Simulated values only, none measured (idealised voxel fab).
Module name: voxel spacer lines (process module)
175 nm wide, 5 nm square cells: that's cross-section cut.
Cross-section layout: square cells on a grid; listed as bands, top to bottom; a band spans one or more cell rows.
In this notation a band is specified by the heights of its top and bottom, in that order and in nm, after which its materials appear from left to right, each paired with its width in nm. The word "full width" attached to a single material means that material fills the band from edge to edge; the word "blank" stands for empty space.
Heights are expressed relative to 0, this being the level below which the as-received wafer comprises one material exclusively. The lowest band is unbounded in the downward direction and is denoted as in "z 0 and below".
Graded width ("30->40"): value in top row of band = first number; value in bottom row = second number; row-to-row change constant.
"no alterations made" (step): cross-section cells unchanged, all of them.
Under "Closed void catalog" you'll find the enclosed gaps, the ones with no way out to the top, that are 8 cells or bigger; each reads width x height at distance, with distance counted from the left edge, everything in nm.
If you see something after the settings on a step's line, that's the simulator's own remark about that step.
overlay nm, on a step with a mask: how far to the right of its planned place the mask lay; to the left if negative
The process steps that were planned are listed below
1,RECEIVE, material Si
2,CONFORMAL_DEP, material Al2O3, thk nm 5
3,DIRECTIONAL_DEP, material W, thk nm 15
4,DIRECTIONAL_DEP, material aC, thk nm 30
5,PATTERN, tone cover, mask id MANDREL, material resist, width nm 20, pitch nm 70, thk nm 35, overlay nm 0
6,DIRECTIONAL_ETCH, etch materials aC, depth nm 30
7,STRIP, etch materials resist
8,CONFORMAL_DEP, material SiN, thk nm 15
9,DIRECTIONAL_ETCH, etch materials SiN, depth nm 15
10,STRIP, etch materials aC
11,DIRECTIONAL_ETCH, etch materials W, depth nm 15
12,STRIP, etch materials SiN
13,FILL_DEP, material SiO2, thk nm 5
14,CMP, height nm 20
Cross-section of the incoming wafer, state after step 1
* z 0 and below  Si full width
* Closed void catalog: none
The following cross-section depicts the wafer upon conclusion of the module. Processing commenced from the starting condition illustrated above and adhered to the plan illustrated above, save for one mistake in execution
* z 20 to 5  SiO2: 25, W: 15, SiO2: 25, W: 15, SiO2: 15, W: 15, SiO2: 25, W: 15, SiO2: 25
* z 5 to 0  Al2O3 full width
* z 0 and below  Si full width
* Closed void catalog: none
Nonconformance to the process plan: note that step 5 departed from the planned setting and was carried out as PATTERN, tone cover, mask id MANDREL, material resist, width nm 25, pitch nm 70, thk nm 35, overlay nm 0
